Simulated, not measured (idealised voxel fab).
Name of the process module below: voxel wiring stack
cross-section cut | 220 nm wide | cells 5 nm
Bands, listed from the top down, are how a cross-section gets written in this document; the cross-section itself is a grid of square cells, and a band is one or more rows of them.
Quick guide to a band line: top height, bottom height (nm) up front; then every material left to right with its width in nm. Only one material and it's marked "edge to edge"? Then it fills the band edge to edge. And "empty" just means empty space.
Heights are reckoned from 0. Under this level, the received wafer is all of one material. The bottommost band is open-ended downward, for example "0..down".
Note: "30..40" means the width goes from the first number (top row of the band) to the second number (bottom row) in equal steps per row of cells.
What does "everything unchanged" mean for a step? It means no cell of the cross-section changed in that step.
Entry "Voids lacking openings". Content: empty spaces with no open connection to the top, size 8 cells or greater. Each: width x height at distance. Distance: from left edge. Unit: nm.
It should be noted that, on the line of a given step, the content following the step's settings is a remark produced by the simulator itself with respect to that step.
overlay nm: for a step with a mask, the amount by which the mask lay right of where it was planned; a negative amount means left of it.
-- The process steps that were planned are listed below
| 1 | op RECEIVE | material Si |
| 2 | op CONFORMAL_DEP | material SiO2 | thk nm 15 |
| 3 | op CONFORMAL_DEP | material SiN | thk nm 5 |
| 4 | op DIRECTIONAL_DEP | material SiO2 | thk nm 25 |
| 5 | op DIRECTIONAL_DEP | material aC | thk nm 15 |
| 6 | op PATTERN | tone open | mask id METAL_1 | material resist | width nm 20 | pitch nm 45 | thk nm 35 | overlay nm 0 |
| 7 | op DIRECTIONAL_ETCH | etch materials aC | depth nm 15 |
| 8 | op STRIP | etch materials resist |
| 9 | op DIRECTIONAL_ETCH | etch materials SiO2 | depth nm 25 |
| 10 | op DIRECTIONAL_ETCH | etch materials SiN | depth nm 5 |
| 11 | op STRIP | etch materials aC |
| 12 | op CONFORMAL_DEP | material TiN | thk nm 5 |
| 13 | op FILL_DEP | material Ru | thk nm 10 |
| 14 | op CMP | height nm 45 |
| 15 | op EPI | material Ru | thk nm 5 |
| 16 | op FILL_DEP | material SiCN | thk nm 5 |
| 17 | op DIRECTIONAL_DEP | material lowk | thk nm 10 |
| 18 | op PATTERN | tone open | mask id PLUG_1 | material resist | width nm 15 | pitch nm 90 | thk nm 15 | overlay nm 0 |
| 19 | op DIRECTIONAL_ETCH | etch materials lowk | depth nm 10 |
| 20 | op DIRECTIONAL_ETCH | etch materials SiCN | depth nm 5 |
| 21 | op STRIP | etch materials resist |
| 22 | op EPI | material Ru | thk nm 10 |
| 23 | op EPI | material Ru | thk nm 5 |
| 24 | op DIRECTIONAL_DEP | material TiN | thk nm 5 |
| 25 | op DIRECTIONAL_DEP | material Ru | thk nm 20 |
| 26 | op DIRECTIONAL_DEP | material aC | thk nm 10 |
| 27 | op PATTERN | tone cover | mask id METAL_2 | material resist | width nm 20 | pitch nm 45 | thk nm 30 | overlay nm 0 |
| 28 | op DIRECTIONAL_ETCH | etch materials aC | depth nm 10 |
| 29 | op STRIP | etch materials resist |
| 30 | op DIRECTIONAL_ETCH | etch materials Ru | depth nm 20 |
| 31 | op DIRECTIONAL_ETCH | etch materials TiN | depth nm 5 |
| 32 | op STRIP | etch materials aC |
| 33 | op CONFORMAL_DEP | material SiN | thk nm 5 |
| 34 | op FILL_DEP | material lowk | thk nm 10 |
| 35 | op CMP | height nm 90 |
| 36 | op CONFORMAL_DEP | material SiCN | thk nm 5 |
| 37 | op DIRECTIONAL_DEP | material SiO2 | thk nm 10 |
| 38 | op PATTERN | tone open | mask id PLUG_2 | material resist | width nm 15 | pitch nm 90 | thk nm 20 | overlay nm 0 |
| 39 | op DIRECTIONAL_ETCH | etch materials SiO2 | depth nm 10 |
| 40 | op DIRECTIONAL_ETCH | etch materials SiCN | depth nm 5 |
| 41 | op STRIP | etch materials resist |
| 42 | op EPI | material Ru | thk nm 10 |
| 43 | op EPI | material Ru | thk nm 5 |
| 44 | op CONFORMAL_DEP | material SiCN | thk nm 5 |
| 45 | op DIRECTIONAL_DEP | material lowk | thk nm 25 |
| 46 | op MASKED_ETCH | tone open | mask id METAL_3 | width nm 20 | pitch nm 45 | etch materials lowk | depth nm 25 | overlay nm 0 |
| 47 | op MASKED_ETCH | tone open | mask id METAL_3 | width nm 20 | pitch nm 45 | etch materials SiCN | depth nm 5 | overlay nm 0 |
| 48 | op CONFORMAL_DEP | material TiN | thk nm 5 |
| 49 | op FILL_DEP | material Ru | thk nm 5 |
| 50 | op CMP | height nm 135 |
| 51 | op CONFORMAL_DEP | material SiCN | thk nm 5 |
-- First of two wafers, with the run carried out as planned
-- As-received state of the wafer in cross-section, equivalent to post-step 1
- 0..down  Si edge to edge
- Voids lacking openings: none
-- The wafer, seen in cross-section, after step 2
- 15..0  SiO2 edge to edge
- No changes below 0.
-- The wafer, seen in cross-section, after step 3
- 20..15  SiN edge to edge
- No changes below 15.
-- The wafer, seen in cross-section, after step 4
- 45..20  SiO2 edge to edge
- No changes below 20.
-- The wafer, seen in cross-section, after step 5
- 60..45  aC edge to edge
- No changes below 45.
-- The wafer, seen in cross-section, after step 6
- 95..60  resist: 30 / empty: 20 / resist: 25 / empty: 20 / resist: 25 / empty: 20 / resist: 25 / empty: 20 / resist: 35
- No changes below 60.
-- The wafer, seen in cross-section, after step 7
- 80..60  resist: 30 / empty: 20 / resist: 25 / empty: 20 / resist: 25 / empty: 20 / resist: 25 / empty: 20 / resist: 35
- 60..45  aC: 30 / empty: 20 / aC: 25 / empty: 20 / aC: 25 / empty: 20 / aC: 25 / empty: 20 / aC: 35
- No changes below 45.
-- The wafer, seen in cross-section, after step 8
- 60..45  aC: 30 / empty: 20 / aC: 25 / empty: 20 / aC: 25 / empty: 20 / aC: 25 / empty: 20 / aC: 35
- No changes below 45.
-- The wafer, seen in cross-section, after step 9
- 60..45  aC: 30 / empty: 20 / aC: 25 / empty: 20 / aC: 25 / empty: 20 / aC: 25 / empty: 20 / aC: 35
- 45..20  SiO2: 30 / empty: 20 / SiO2: 25 / empty: 20 / SiO2: 25 / empty: 20 / SiO2: 25 / empty: 20 / SiO2: 35
- No changes below 20.
-- The wafer, seen in cross-section, after step 10
- 60..45  aC: 30 / empty: 20 / aC: 25 / empty: 20 / aC: 25 / empty: 20 / aC: 25 / empty: 20 / aC: 35
- 45..20  SiO2: 30 / empty: 20 / SiO2: 25 / empty: 20 / SiO2: 25 / empty: 20 / SiO2: 25 / empty: 20 / SiO2: 35
- 20..15  SiN: 30 / empty: 20 / SiN: 25 / empty: 20 / SiN: 25 / empty: 20 / SiN: 25 / empty: 20 / SiN: 35
- No changes below 15.
-- The wafer, seen in cross-section, after step 11
- 45..20  SiO2: 30 / empty: 20 / SiO2: 25 / empty: 20 / SiO2: 25 / empty: 20 / SiO2: 25 / empty: 20 / SiO2: 35
- No changes below 20.
-- The wafer, seen in cross-section, after step 12
- 50..45  TiN: 35 / empty: 10 / TiN: 35 / empty: 10 / TiN: 35 / empty: 10 / TiN: 35 / empty: 10 / TiN: 40
- 45..20  SiO2: 30 / TiN: 5 / empty: 10 / TiN: 5 / SiO2: 25 / TiN: 5 / empty: 10 / TiN: 5 / SiO2: 25 / TiN: 5 / empty: 10 / TiN: 5 / SiO2: 25 / TiN: 5 / empty: 10 / TiN: 5 / SiO2: 35
- 20..15  SiN: 30 / TiN: 20 / SiN: 25 / TiN: 20 / SiN: 25 / TiN: 20 / SiN: 25 / TiN: 20 / SiN: 35
- No changes below 15.
-- The wafer, seen in cross-section, after step 13
- 60..50  Ru edge to edge
- 50..45  TiN: 35 / Ru: 10 / TiN: 35 / Ru: 10 / TiN: 35 / Ru: 10 / TiN: 35 / Ru: 10 / TiN: 40
- 45..20  SiO2: 30 / TiN: 5 / Ru: 10 / TiN: 5 / SiO2: 25 / TiN: 5 / Ru: 10 / TiN: 5 / SiO2: 25 / TiN: 5 / Ru: 10 / TiN: 5 / SiO2: 25 / TiN: 5 / Ru: 10 / TiN: 5 / SiO2: 35
- No changes below 20.
-- The wafer, seen in cross-section, after step 14
- 45..20  SiO2: 30 / TiN: 5 / Ru: 10 / TiN: 5 / SiO2: 25 / TiN: 5 / Ru: 10 / TiN: 5 / SiO2: 25 / TiN: 5 / Ru: 10 / TiN: 5 / SiO2: 25 / TiN: 5 / Ru: 10 / TiN: 5 / SiO2: 35
- No changes below 20.
-- The wafer, seen in cross-section, after step 15
- 50..45  empty: 25 / Ru: 30 / empty: 15 / Ru: 30 / empty: 15 / Ru: 30 / empty: 15 / Ru: 30 / empty: 30
- No changes below 45.
-- The wafer, seen in cross-section, after step 16
- 55..50  SiCN edge to edge
- 50..45  SiCN: 25 / Ru: 30 / SiCN: 15 / Ru: 30 / SiCN: 15 / Ru: 30 / SiCN: 15 / Ru: 30 / SiCN: 30
- No changes below 45.
-- The wafer, seen in cross-section, after step 17
- 65..55  lowk edge to edge
- No changes below 55.
-- The wafer, seen in cross-section, after step 18
- 80..65  resist: 30 / empty: 15 / resist: 75 / empty: 15 / resist: 85
- No changes below 65.
-- The wafer, seen in cross-section, after step 19
- 80..65  resist: 30 / empty: 15 / resist: 75 / empty: 15 / resist: 85
- 65..55  lowk: 30 / empty: 15 / lowk: 75 / empty: 15 / lowk: 85
- No changes below 55.
-- The wafer, seen in cross-section, after step 20
- 80..65  resist: 30 / empty: 15 / resist: 75 / empty: 15 / resist: 85
- 65..55  lowk: 30 / empty: 15 / lowk: 75 / empty: 15 / lowk: 85
- 55..50  SiCN: 30 / empty: 15 / SiCN: 75 / empty: 15 / SiCN: 85
- No changes below 50.
-- The wafer, seen in cross-section, after step 21
- 65..55  lowk: 30 / empty: 15 / lowk: 75 / empty: 15 / lowk: 85
- No changes below 55.
-- The wafer, seen in cross-section, after step 22
- 65..60  lowk: 30 / empty: 15 / lowk: 75 / empty: 15 / lowk: 85
- 60..55  lowk: 30 / Ru: 15 / lowk: 75 / Ru: 15 / lowk: 85
- 55..50  SiCN: 30 / Ru: 15 / SiCN: 75 / Ru: 15 / SiCN: 85
- No changes below 50.
-- The wafer, seen in cross-section, after step 23
- 65..55  lowk: 30 / Ru: 15 / lowk: 75 / Ru: 15 / lowk: 85
- No changes below 55.
-- The wafer, seen in cross-section, after step 24
- 70..65  TiN edge to edge
- No changes below 65.
-- The wafer, seen in cross-section, after step 25
- 90..70  Ru edge to edge
- No changes below 70.
-- The wafer, seen in cross-section, after step 26
- 100..90  aC edge to edge
- No changes below 90.
-- The wafer, seen in cross-section, after step 27
- 130..100  empty: 30 / resist: 20 / empty: 25 / resist: 20 / empty: 25 / resist: 20 / empty: 25 / resist: 20 / empty: 35
- No changes below 100.
-- The wafer, seen in cross-section, after step 28
- 120..100  empty: 30 / resist: 20 / empty: 25 / resist: 20 / empty: 25 / resist: 20 / empty: 25 / resist: 20 / empty: 35
- 100..90  empty: 30 / aC: 20 / empty: 25 / aC: 20 / empty: 25 / aC: 20 / empty: 25 / aC: 20 / empty: 35
- No changes below 90.
-- The wafer, seen in cross-section, after step 29
- 100..90  empty: 30 / aC: 20 / empty: 25 / aC: 20 / empty: 25 / aC: 20 / empty: 25 / aC: 20 / empty: 35
- No changes below 90.
-- The wafer, seen in cross-section, after step 30
- 100..90  empty: 30 / aC: 20 / empty: 25 / aC: 20 / empty: 25 / aC: 20 / empty: 25 / aC: 20 / empty: 35
- 90..70  empty: 30 / Ru: 20 / empty: 25 / Ru: 20 / empty: 25 / Ru: 20 / empty: 25 / Ru: 20 / empty: 35
- No changes below 70.
-- The wafer, seen in cross-section, after step 31
- 100..90  empty: 30 / aC: 20 / empty: 25 / aC: 20 / empty: 25 / aC: 20 / empty: 25 / aC: 20 / empty: 35
- 90..70  empty: 30 / Ru: 20 / empty: 25 / Ru: 20 / empty: 25 / Ru: 20 / empty: 25 / Ru: 20 / empty: 35
- 70..65  empty: 30 / TiN: 20 / empty: 25 / TiN: 20 / empty: 25 / TiN: 20 / empty: 25 / TiN: 20 / empty: 35
- No changes below 65.
-- The wafer, seen in cross-section, after step 32
- 90..70  empty: 30 / Ru: 20 / empty: 25 / Ru: 20 / empty: 25 / Ru: 20 / empty: 25 / Ru: 20 / empty: 35
- No changes below 70.
-- The wafer, seen in cross-section, after step 33
- 95..90  empty: 25 / SiN: 30 / empty: 15 / SiN: 30 / empty: 15 / SiN: 30 / empty: 15 / SiN: 30 / empty: 30
- 90..70  empty: 25 / SiN: 5 / Ru: 20 / SiN: 5 / empty: 15 / SiN: 5 / Ru: 20 / SiN: 5 / empty: 15 / SiN: 5 / Ru: 20 / SiN: 5 / empty: 15 / SiN: 5 / Ru: 20 / SiN: 5 / empty: 30
- 70..65  SiN: 30 / TiN: 20 / SiN: 25 / TiN: 20 / SiN: 25 / TiN: 20 / SiN: 25 / TiN: 20 / SiN: 35
- No changes below 65.
-- The wafer, seen in cross-section, after step 34
- 105..95  lowk edge to edge
- 95..90  lowk: 25 / SiN: 30 / lowk: 15 / SiN: 30 / lowk: 15 / SiN: 30 / lowk: 15 / SiN: 30 / lowk: 30
- 90..70  lowk: 25 / SiN: 5 / Ru: 20 / SiN: 5 / lowk: 15 / SiN: 5 / Ru: 20 / SiN: 5 / lowk: 15 / SiN: 5 / Ru: 20 / SiN: 5 / lowk: 15 / SiN: 5 / Ru: 20 / SiN: 5 / lowk: 30
- No changes below 70.
-- The wafer, seen in cross-section, after step 35
- 90..70  lowk: 25 / SiN: 5 / Ru: 20 / SiN: 5 / lowk: 15 / SiN: 5 / Ru: 20 / SiN: 5 / lowk: 15 / SiN: 5 / Ru: 20 / SiN: 5 / lowk: 15 / SiN: 5 / Ru: 20 / SiN: 5 / lowk: 30
- No changes below 70.
-- The wafer, seen in cross-section, after step 36
- 95..90  SiCN edge to edge
- No changes below 90.
-- The wafer, seen in cross-section, after step 37
- 105..95  SiO2 edge to edge
- No changes below 95.
-- The wafer, seen in cross-section, after step 38
- 125..105  resist: 30 / empty: 15 / resist: 75 / empty: 15 / resist: 85
- No changes below 105.
-- The wafer, seen in cross-section, after step 39
- 125..105  resist: 30 / empty: 15 / resist: 75 / empty: 15 / resist: 85
- 105..95  SiO2: 30 / empty: 15 / SiO2: 75 / empty: 15 / SiO2: 85
- No changes below 95.
-- The wafer, seen in cross-section, after step 40
- 125..105  resist: 30 / empty: 15 / resist: 75 / empty: 15 / resist: 85
- 105..95  SiO2: 30 / empty: 15 / SiO2: 75 / empty: 15 / SiO2: 85
- 95..90  SiCN: 30 / empty: 15 / SiCN: 75 / empty: 15 / SiCN: 85
- No changes below 90.
-- The wafer, seen in cross-section, after step 41
- 105..95  SiO2: 30 / empty: 15 / SiO2: 75 / empty: 15 / SiO2: 85
- No changes below 95.
-- The wafer, seen in cross-section, after step 42
- 105..100  SiO2: 30 / empty: 15 / SiO2: 75 / empty: 15 / SiO2: 85
- 100..95  SiO2: 30 / Ru: 15 / SiO2: 75 / Ru: 15 / SiO2: 85
- 95..90  SiCN: 30 / Ru: 15 / SiCN: 75 / Ru: 15 / SiCN: 85
- No changes below 90.
-- The wafer, seen in cross-section, after step 43
- 105..95  SiO2: 30 / Ru: 15 / SiO2: 75 / Ru: 15 / SiO2: 85
- No changes below 95.
-- The wafer, seen in cross-section, after step 44
- 110..105  SiCN edge to edge
- No changes below 105.
-- The wafer, seen in cross-section, after step 45
- 135..110  lowk edge to edge
- No changes below 110.
-- The wafer, seen in cross-section, after step 46
- 135..110  lowk: 30 / empty: 20 / lowk: 25 / empty: 20 / lowk: 25 / empty: 20 / lowk: 25 / empty: 20 / lowk: 35
- No changes below 110.
-- The wafer, seen in cross-section, after step 47
- 135..110  lowk: 30 / empty: 20 / lowk: 25 / empty: 20 / lowk: 25 / empty: 20 / lowk: 25 / empty: 20 / lowk: 35
- 110..105  SiCN: 30 / empty: 20 / SiCN: 25 / empty: 20 / SiCN: 25 / empty: 20 / SiCN: 25 / empty: 20 / SiCN: 35
- No changes below 105.
-- The wafer, seen in cross-section, after step 48
- 140..135  TiN: 35 / empty: 10 / TiN: 35 / empty: 10 / TiN: 35 / empty: 10 / TiN: 35 / empty: 10 / TiN: 40
- 135..110  lowk: 30 / TiN: 5 / empty: 10 / TiN: 5 / lowk: 25 / TiN: 5 / empty: 10 / TiN: 5 / lowk: 25 / TiN: 5 / empty: 10 / TiN: 5 / lowk: 25 / TiN: 5 / empty: 10 / TiN: 5 / lowk: 35
- 110..105  SiCN: 30 / TiN: 20 / SiCN: 25 / TiN: 20 / SiCN: 25 / TiN: 20 / SiCN: 25 / TiN: 20 / SiCN: 35
- No changes below 105.
-- The wafer, seen in cross-section, after step 49
- 145..140  Ru edge to edge
- 140..135  TiN: 35 / Ru: 10 / TiN: 35 / Ru: 10 / TiN: 35 / Ru: 10 / TiN: 35 / Ru: 10 / TiN: 40
- 135..110  lowk: 30 / TiN: 5 / Ru: 10 / TiN: 5 / lowk: 25 / TiN: 5 / Ru: 10 / TiN: 5 / lowk: 25 / TiN: 5 / Ru: 10 / TiN: 5 / lowk: 25 / TiN: 5 / Ru: 10 / TiN: 5 / lowk: 35
- No changes below 110.
-- The wafer, seen in cross-section, after step 50
- 135..110  lowk: 30 / TiN: 5 / Ru: 10 / TiN: 5 / lowk: 25 / TiN: 5 / Ru: 10 / TiN: 5 / lowk: 25 / TiN: 5 / Ru: 10 / TiN: 5 / lowk: 25 / TiN: 5 / Ru: 10 / TiN: 5 / lowk: 35
- No changes below 110.
-- The wafer, seen in cross-section, after step 51
- 140..135  SiCN edge to edge
- No changes below 135.
-- Now the other wafer: same start, same recipe, but we messed up one thing when running it. Up to and including step 17 it's the same as the first one
-- At the planned end of step 18, the second wafer in cross-section
- 80..65  resist: 40 / empty: 15 / resist: 75 / empty: 15 / resist: 75
- No changes below 65.
-- At the planned end of step 19, the second wafer in cross-section
- 80..65  resist: 40 / empty: 15 / resist: 75 / empty: 15 / resist: 75
- 65..55  lowk: 40 / empty: 15 / lowk: 75 / empty: 15 / lowk: 75
- No changes below 55.
-- At the planned end of step 20, the second wafer in cross-section
- 80..65  resist: 40 / empty: 15 / resist: 75 / empty: 15 / resist: 75
- 65..55  lowk: 40 / empty: 15 / lowk: 75 / empty: 15 / lowk: 75
- 55..50  SiCN: 40 / empty: 15 / SiCN: 75 / empty: 15 / SiCN: 75
- No changes below 50.
-- At the planned end of step 21, the second wafer in cross-section
- 65..55  lowk: 40 / empty: 15 / lowk: 75 / empty: 15 / lowk: 75
- No changes below 55.
-- At the planned end of step 22, the second wafer in cross-section
- 65..60  lowk: 40 / empty: 15 / lowk: 75 / empty: 15 / lowk: 75
- 60..55  lowk: 40 / Ru: 15 / lowk: 75 / Ru: 15 / lowk: 75
- 55..50  SiCN: 40 / Ru: 15 / SiCN: 75 / Ru: 15 / SiCN: 75
- No changes below 50.
-- At the planned end of step 23, the second wafer in cross-section
- 65..55  lowk: 40 / Ru: 15 / lowk: 75 / Ru: 15 / lowk: 75
- No changes below 55.
-- At the planned end of step 24, the second wafer in cross-section
- 70..65  TiN edge to edge
- No changes below 65.
-- At the planned end of step 25, the second wafer in cross-section
- 90..70  Ru edge to edge
- No changes below 70.
-- At the planned end of step 26, the second wafer in cross-section
- 100..90  aC edge to edge
- No changes below 90.
-- At the planned end of step 27, the second wafer in cross-section
- 130..100  empty: 30 / resist: 20 / empty: 25 / resist: 20 / empty: 25 / resist: 20 / empty: 25 / resist: 20 / empty: 35
- No changes below 100.
-- At the planned end of step 28, the second wafer in cross-section
- 120..100  empty: 30 / resist: 20 / empty: 25 / resist: 20 / empty: 25 / resist: 20 / empty: 25 / resist: 20 / empty: 35
- 100..90  empty: 30 / aC: 20 / empty: 25 / aC: 20 / empty: 25 / aC: 20 / empty: 25 / aC: 20 / empty: 35
- No changes below 90.
-- At the planned end of step 29, the second wafer in cross-section
- 100..90  empty: 30 / aC: 20 / empty: 25 / aC: 20 / empty: 25 / aC: 20 / empty: 25 / aC: 20 / empty: 35
- No changes below 90.
-- At the planned end of step 30, the second wafer in cross-section
- 100..90  empty: 30 / aC: 20 / empty: 25 / aC: 20 / empty: 25 / aC: 20 / empty: 25 / aC: 20 / empty: 35
- 90..70  empty: 30 / Ru: 20 / empty: 25 / Ru: 20 / empty: 25 / Ru: 20 / empty: 25 / Ru: 20 / empty: 35
- No changes below 70.
-- At the planned end of step 31, the second wafer in cross-section
- 100..90  empty: 30 / aC: 20 / empty: 25 / aC: 20 / empty: 25 / aC: 20 / empty: 25 / aC: 20 / empty: 35
- 90..70  empty: 30 / Ru: 20 / empty: 25 / Ru: 20 / empty: 25 / Ru: 20 / empty: 25 / Ru: 20 / empty: 35
- 70..65  empty: 30 / TiN: 20 / empty: 25 / TiN: 20 / empty: 25 / TiN: 20 / empty: 25 / TiN: 20 / empty: 35
- No changes below 65.
-- At the planned end of step 32, the second wafer in cross-section
- 90..70  empty: 30 / Ru: 20 / empty: 25 / Ru: 20 / empty: 25 / Ru: 20 / empty: 25 / Ru: 20 / empty: 35
- No changes below 70.
-- At the planned end of step 33, the second wafer in cross-section
- 95..90  empty: 25 / SiN: 30 / empty: 15 / SiN: 30 / empty: 15 / SiN: 30 / empty: 15 / SiN: 30 / empty: 30
- 90..70  empty: 25 / SiN: 5 / Ru: 20 / SiN: 5 / empty: 15 / SiN: 5 / Ru: 20 / SiN: 5 / empty: 15 / SiN: 5 / Ru: 20 / SiN: 5 / empty: 15 / SiN: 5 / Ru: 20 / SiN: 5 / empty: 30
- 70..65  SiN: 30 / TiN: 20 / SiN: 25 / TiN: 20 / SiN: 25 / TiN: 20 / SiN: 25 / TiN: 20 / SiN: 35
- No changes below 65.
-- At the planned end of step 34, the second wafer in cross-section
- 105..95  lowk edge to edge
- 95..90  lowk: 25 / SiN: 30 / lowk: 15 / SiN: 30 / lowk: 15 / SiN: 30 / lowk: 15 / SiN: 30 / lowk: 30
- 90..70  lowk: 25 / SiN: 5 / Ru: 20 / SiN: 5 / lowk: 15 / SiN: 5 / Ru: 20 / SiN: 5 / lowk: 15 / SiN: 5 / Ru: 20 / SiN: 5 / lowk: 15 / SiN: 5 / Ru: 20 / SiN: 5 / lowk: 30
- No changes below 70.
-- At the planned end of step 35, the second wafer in cross-section
- 90..70  lowk: 25 / SiN: 5 / Ru: 20 / SiN: 5 / lowk: 15 / SiN: 5 / Ru: 20 / SiN: 5 / lowk: 15 / SiN: 5 / Ru: 20 / SiN: 5 / lowk: 15 / SiN: 5 / Ru: 20 / SiN: 5 / lowk: 30
- No changes below 70.
-- At the planned end of step 36, the second wafer in cross-section
- 95..90  SiCN edge to edge
- No changes below 90.
-- At the planned end of step 37, the second wafer in cross-section
- 105..95  SiO2 edge to edge
- No changes below 95.
-- At the planned end of step 38, the second wafer in cross-section
- 125..105  resist: 30 / empty: 15 / resist: 75 / empty: 15 / resist: 85
- No changes below 105.
-- At the planned end of step 39, the second wafer in cross-section
- 125..105  resist: 30 / empty: 15 / resist: 75 / empty: 15 / resist: 85
- 105..95  SiO2: 30 / empty: 15 / SiO2: 75 / empty: 15 / SiO2: 85
- No changes below 95.
-- At the planned end of step 40, the second wafer in cross-section
- 125..105  resist: 30 / empty: 15 / resist: 75 / empty: 15 / resist: 85
- 105..95  SiO2: 30 / empty: 15 / SiO2: 75 / empty: 15 / SiO2: 85
- 95..90  SiCN: 30 / empty: 15 / SiCN: 75 / empty: 15 / SiCN: 85
- No changes below 90.
-- At the planned end of step 41, the second wafer in cross-section
- 105..95  SiO2: 30 / empty: 15 / SiO2: 75 / empty: 15 / SiO2: 85
- No changes below 95.
-- At the planned end of step 42, the second wafer in cross-section
- 105..100  SiO2: 30 / empty: 15 / SiO2: 75 / empty: 15 / SiO2: 85
- 100..95  SiO2: 30 / Ru: 15 / SiO2: 75 / Ru: 15 / SiO2: 85
- 95..90  SiCN: 30 / Ru: 15 / SiCN: 75 / Ru: 15 / SiCN: 85
- No changes below 90.
-- At the planned end of step 43, the second wafer in cross-section
- 105..95  SiO2: 30 / Ru: 15 / SiO2: 75 / Ru: 15 / SiO2: 85
- No changes below 95.
-- At the planned end of step 44, the second wafer in cross-section
- 110..105  SiCN edge to edge
- No changes below 105.
-- At the planned end of step 45, the second wafer in cross-section
- 135..110  lowk edge to edge
- No changes below 110.
-- At the planned end of step 46, the second wafer in cross-section
- 135..110  lowk: 30 / empty: 20 / lowk: 25 / empty: 20 / lowk: 25 / empty: 20 / lowk: 25 / empty: 20 / lowk: 35
- No changes below 110.
-- At the planned end of step 47, the second wafer in cross-section
- 135..110  lowk: 30 / empty: 20 / lowk: 25 / empty: 20 / lowk: 25 / empty: 20 / lowk: 25 / empty: 20 / lowk: 35
- 110..105  SiCN: 30 / empty: 20 / SiCN: 25 / empty: 20 / SiCN: 25 / empty: 20 / SiCN: 25 / empty: 20 / SiCN: 35
- No changes below 105.
-- At the planned end of step 48, the second wafer in cross-section
- 140..135  TiN: 35 / empty: 10 / TiN: 35 / empty: 10 / TiN: 35 / empty: 10 / TiN: 35 / empty: 10 / TiN: 40
- 135..110  lowk: 30 / TiN: 5 / empty: 10 / TiN: 5 / lowk: 25 / TiN: 5 / empty: 10 / TiN: 5 / lowk: 25 / TiN: 5 / empty: 10 / TiN: 5 / lowk: 25 / TiN: 5 / empty: 10 / TiN: 5 / lowk: 35
- 110..105  SiCN: 30 / TiN: 20 / SiCN: 25 / TiN: 20 / SiCN: 25 / TiN: 20 / SiCN: 25 / TiN: 20 / SiCN: 35
- No changes below 105.
-- At the planned end of step 49, the second wafer in cross-section
- 145..140  Ru edge to edge
- 140..135  TiN: 35 / Ru: 10 / TiN: 35 / Ru: 10 / TiN: 35 / Ru: 10 / TiN: 35 / Ru: 10 / TiN: 40
- 135..110  lowk: 30 / TiN: 5 / Ru: 10 / TiN: 5 / lowk: 25 / TiN: 5 / Ru: 10 / TiN: 5 / lowk: 25 / TiN: 5 / Ru: 10 / TiN: 5 / lowk: 25 / TiN: 5 / Ru: 10 / TiN: 5 / lowk: 35
- No changes below 110.
-- At the planned end of step 50, the second wafer in cross-section
- 135..110  lowk: 30 / TiN: 5 / Ru: 10 / TiN: 5 / lowk: 25 / TiN: 5 / Ru: 10 / TiN: 5 / lowk: 25 / TiN: 5 / Ru: 10 / TiN: 5 / lowk: 25 / TiN: 5 / Ru: 10 / TiN: 5 / lowk: 35
- No changes below 110.
-- At the planned end of step 51, the second wafer in cross-section
- 140..135  SiCN edge to edge
- No changes below 135.
What was the processing mistake? planned and actual differ for step 18; actual: op PATTERN | tone open | mask id PLUG_1 | material resist | width nm 15 | pitch nm 90 | thk nm 15 | overlay nm 10
Both wafers, final: cells per material equal; arrangement not.
